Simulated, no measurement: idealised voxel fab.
process module | voxel trench capacitor
It is cross-section cut that appears here, measuring 265 nm in width, its square cells being 5 nm in size.
How to read a cross-section here: the picture is a grid of square cells, written as bands going from the top down, and any band can span one or more rows of cells. A band entry consists of two parts. The first gives the height of the band's top and the height of its bottom, in nm. The rest lists the band's materials from left to right, each with its width in nm. A single material labelled with the word "everywhere" fills the band from edge to edge, and the word "blank" marks empty space. Beneath 0, the wafer as received is one material, and that level is where height counting begins. The lowest band goes on downward without a bottom; it is written like "from 0 down". It should be noted that a width expressed as "30->40" varies in equal increments from row to row of cells within the band, taking the value of the first number at the top row and that of the second number at the bottom row. Any step labelled "all unchanged" changed none of the cells in the cross-section. "Enclosed empty spaces": sealed empty spaces, 8 cells or more, no open way to top, listed width x height at distance, with distance from the left edge and width, height and distance in nm. Heads up: the bit after the settings on a step's line is the simulator's remark on that step. overlay nm: right-of-plan distance of the mask on a masked step; negative values mean left-of-plan.

# Steps planned for the process
step 1: RECEIVE, material Si
step 2: CONFORMAL_DEP, material SiN, thk nm 5
step 3: DIRECTIONAL_DEP, material aC, thk nm 10
step 4: PATTERN, tone open, mask id TRENCH, material resist, width nm 20, pitch nm 60, thk nm 30, overlay nm 0
step 5: DIRECTIONAL_ETCH, etch materials aC, depth nm 10
step 6: STRIP, etch materials resist
step 7: DIRECTIONAL_ETCH, etch materials SiN, depth nm 5
step 8: DIRECTIONAL_ETCH, etch materials Si, depth nm 40
step 9: STRIP, etch materials aC
step 10: CONFORMAL_DEP, material HfO2, thk nm 5
step 11: CONFORMAL_DEP, material TiN, thk nm 5
step 12: FILL_DEP, material W, thk nm 5
step 13: CMP, height nm 5
It is noted that the wafers described herein are identical at the outset and are distinguished by the width nm of step 4; the value stated in the plan corresponds to the first wafer.

# Received wafers, first of several: cross-section after step 1
- from 0 down | Si everywhere
- Enclosed empty spaces: none

# Cross-sectional representation of the first of several wafers at the end of the module, i.e. after its terminal step, step 13
- from 5 to 0 | SiN=90; HfO2=5; TiN=10; HfO2=5; SiN=40; HfO2=5; TiN=10; HfO2=5; SiN=95
- from 0 to -35 | Si=90; HfO2=5; TiN=10; HfO2=5; Si=40; HfO2=5; TiN=10; HfO2=5; Si=95
- from -35 to -40 | Si=90; HfO2=20; Si=40; HfO2=20; Si=95
- from -40 down | Si everywhere
- Enclosed empty spaces: none

# Last wafer x-sec, end of module
- from 5 to 0 | SiN=80; HfO2=5; TiN=5; W=25; TiN=5; HfO2=5; SiN=15; HfO2=5; TiN=5; W=25; TiN=5; HfO2=5; SiN=80
- from 0 to -30 | Si=80; HfO2=5; TiN=5; W=25; TiN=5; HfO2=5; Si=15; HfO2=5; TiN=5; W=25; TiN=5; HfO2=5; Si=80
- from -30 to -35 | Si=80; HfO2=5; TiN=35; HfO2=5; Si=15; HfO2=5; TiN=35; HfO2=5; Si=80
- from -35 to -40 | Si=80; HfO2=45; Si=15; HfO2=45; Si=80
- from -40 down | Si everywhere
- Enclosed empty spaces: none

# Quick key for the table: a row per wafer, taken at the end of the module. For each material it tells you how many cells the wafer gained (+) or lost (-) since it came in, and the closed voids come after
width nm 20; +40 HfO2; -64 Si; +45 SiN; +32 TiN; Enclosed empty spaces: none
width nm 25; +42 HfO2; -80 Si; +43 SiN; +34 TiN; +14 W; Enclosed empty spaces: none
width nm 30; +44 HfO2; -96 Si; +41 SiN; +36 TiN; +28 W; Enclosed empty spaces: none
width nm 35; +46 HfO2; -112 Si; +39 SiN; +38 TiN; +42 W; Enclosed empty spaces: none
width nm 40; +48 HfO2; -128 Si; +37 SiN; +40 TiN; +56 W; Enclosed empty spaces: none
width nm 45; +50 HfO2; -144 Si; +35 SiN; +42 TiN; +70 W; Enclosed empty spaces: none
